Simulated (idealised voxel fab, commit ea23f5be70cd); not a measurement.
process module | voxel fin reveal
cross-section cut | 185 nm wide | cells 5 nm
A cross-section is a grid of square cells, given in bands from the top down. A band is one or more rows of cells.
Each band's line starts with the height of the band's top and of its bottom, in nm. Then come its materials from left to right, each with its width in nm. One material with "throughout" fills the band from edge to edge. "air" is empty space.
Height 0 is the level under which the wafer as received is all one material. The lowest band goes on downwards, as in "0 down".
A width such as "30 to 40" changes by the same amount from each row of cells to the next, from the band's top row to its bottom row.
"no change" after a step means that no cell of the cross-section changed.
closed voids: empty space of 8 cells or more with no open way to the top, each as width x height at its distance from the left edge, in nm
after a step's settings: what the simulator itself notes on the step
overlay nm, on a step with a mask: how far to the right of its planned place the mask lay; to the left if negative
plan
1 op RECEIVE | material Si
2 op CONFORMAL_DEP | material SiN | thk nm 10
3 op PATTERN | tone cover | mask id FINS | material resist | width nm 15 | pitch nm 40 | thk nm 20 | overlay nm 0
4 op DIRECTIONAL_ETCH | etch materials SiN | depth nm 10
5 op DIRECTIONAL_ETCH | etch materials Si | depth nm 35
6 op STRIP | etch materials resist
7 op OXIDIZE | depth nm 5
8 op FILL_DEP | material SiO2 | thk nm 10
9 op CMP | height nm 10
10 op SELECTIVE_ETCH | etch materials SiO2 | depth nm 30
11 op STRIP | etch materials SiN
12 op CONFORMAL_DEP | material HfO2 | thk nm 5
first wafer, as planned
as received, after step 1
  0 down: Si throughout
  closed voids: none
after step 2
  10 to 0: SiN throughout
  below 0: unchanged
after step 3
  30 to 10: air 65 | resist 15 | air 25 | resist 15 | air 65
  below 10: unchanged
after step 4
  30 to 10: air 65 | resist 15 | air 25 | resist 15 | air 65
  10 to 0: air 65 | SiN 15 | air 25 | SiN 15 | air 65
  below 0: unchanged
after step 5
  30 to 10: air 65 | resist 15 | air 25 | resist 15 | air 65
  10 to 0: air 65 | SiN 15 | air 25 | SiN 15 | air 65
  0 to -35: air 65 | Si 15 | air 25 | Si 15 | air 65
  below -35: unchanged
after step 6
  10 to 0: air 65 | SiN 15 | air 25 | SiN 15 | air 65
  below 0: unchanged
after step 7
  10 to 0: air 65 | SiN 15 | air 25 | SiN 15 | air 65
  0 to -35: air 65 | SiO2 5 | Si 5 | SiO2 5 | air 25 | SiO2 5 | Si 5 | SiO2 5 | air 65
  -35 to -40: SiO2 70 | Si 5 | SiO2 35 | Si 5 | SiO2 70
  below -40: unchanged
after step 8
  20 to 10: SiO2 throughout
  10 to 0: SiO2 65 | SiN 15 | SiO2 25 | SiN 15 | SiO2 65
  0 to -40: SiO2 70 | Si 5 | SiO2 35 | Si 5 | SiO2 70
  below -40: unchanged
after step 9
  10 to 0: SiO2 65 | SiN 15 | SiO2 25 | SiN 15 | SiO2 65
  below 0: unchanged
after step 10
  10 to 0: air 65 | SiN 15 | air 25 | SiN 15 | air 65
  0 to -20: air 70 | Si 5 | air 35 | Si 5 | air 70
  below -20: unchanged
after step 11
  0 to -20: air 70 | Si 5 | air 35 | Si 5 | air 70
  below -20: unchanged
after step 12
  5 to 0: air 65 | HfO2 15 | air 25 | HfO2 15 | air 65
  0 to -15: air 65 | HfO2 5 | Si 5 | HfO2 5 | air 25 | HfO2 5 | Si 5 | HfO2 5 | air 65
  -15 to -20: HfO2 70 | Si 5 | HfO2 35 | Si 5 | HfO2 70
  below -20: unchanged
second wafer: like start, like plan, one mistake. Through step 11 it matches the first wafer
when step 12 should have ended: no change
what went wrong: step 12 was left out
at the end the second wafer has, in cells: 53 fewer of HfO2
